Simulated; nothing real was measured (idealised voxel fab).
Title: Process Module voxel tone inversion
Each square cell in cross-section cut measures 5 nm, and the section as a whole is 220 nm wide.
Cross-section layout: square cells on a grid; listed as bands, top to bottom; a band spans one or more cell rows.
Band entry format. Leading values: height of top, height of bottom, nm. Remainder: materials in left-to-right order, each with its width in nm. Special words: "edge to edge" on a single material, which then fills the band edge to edge; "air", empty space.
Where do heights start? At 0: under that level the wafer as delivered is made of one material only. And the lowest band has no floor; it just carries on downward, as in "0 down".
Width "30..40": first value at the band's top row of cells, second value at its bottom row, equal change from row to row.
You'll sometimes find "changes: none" written for a step, and that's the way of saying that nowhere in the cross-section did a cell change during that step.
Voids not open to the top, 8 cells minimum: see "Voids, enclosed". Written width x height at distance; distance is from the left edge; nm.
The remark found on a step's line after its settings is issued by the simulator itself and pertains to that step.
A step's line can hold "overlay nm"; with a mask on that step, the setting says how far right of the planned place the mask lay, while a negative setting says it lay to the left.
Before/after cross-section pairs, one process step each; after shown to lowest changed band; step and settings beneath. Pairs may be from different runs of this module on the same starting wafer; a pair continues from the one above only where its "State before" entry says so.

### State before
    40 to 35: air 25, then TiN 30, then air 15, then TiN 30, then air 15, then TiN 30, then air 15, then TiN 30, then air 30
    35 to 15: air 25, then TiN 5, then lowk 20, then TiN 5, then air 15, then TiN 5, then lowk 20, then TiN 5, then air 15, then TiN 5, then lowk 20, then TiN 5, then air 15, then TiN 5, then lowk 20, then TiN 5, then air 30
    15 to 10: TiN 30, then lowk 20, then TiN 25, then lowk 20, then TiN 25, then lowk 20, then TiN 25, then lowk 20, then TiN 35
    10 to 0: SiN edge to edge
    0 down: Si edge to edge
    Voids, enclosed: none

### Post-Process View
    45 to 40: Cu edge to edge
    40 to 35: Cu 25, then TiN 30, then Cu 15, then TiN 30, then Cu 15, then TiN 30, then Cu 15, then TiN 30, then Cu 30
    35 to 15: Cu 25, then TiN 5, then lowk 20, then TiN 5, then Cu 15, then TiN 5, then lowk 20, then TiN 5, then Cu 15, then TiN 5, then lowk 20, then TiN 5, then Cu 15, then TiN 5, then lowk 20, then TiN 5, then Cu 30
    Beneath the level 15, the cross-section is identical to its previous state.
    Voids, enclosed: none
Step between the pre-process and post-process cross-sections given above: FILL_DEP | material Cu | thk nm 5

State before: The initial state for this step is given by the after cross-section of the immediately preceding pair.

### Post-Process View
    35 to 15: Cu 25, then TiN 5, then lowk 20, then TiN 5, then Cu 15, then TiN 5, then lowk 20, then TiN 5, then Cu 15, then TiN 5, then lowk 20, then TiN 5, then Cu 15, then TiN 5, then lowk 20, then TiN 5, then Cu 30
    Beneath the level 15, the cross-section is identical to its previous state.
    Voids, enclosed: none
Step between the pre-process and post-process cross-sections given above: CMP | height nm 35

State before: The initial state for this step is given by the after cross-section of the immediately preceding pair.

### Post-Process View
    40 to 35: SiCN edge to edge
    Beneath the level 35, the cross-section is identical to its previous state.
    Voids, enclosed: none
Step between the pre-process and post-process cross-sections given above: CONFORMAL_DEP | material SiCN | thk nm 5
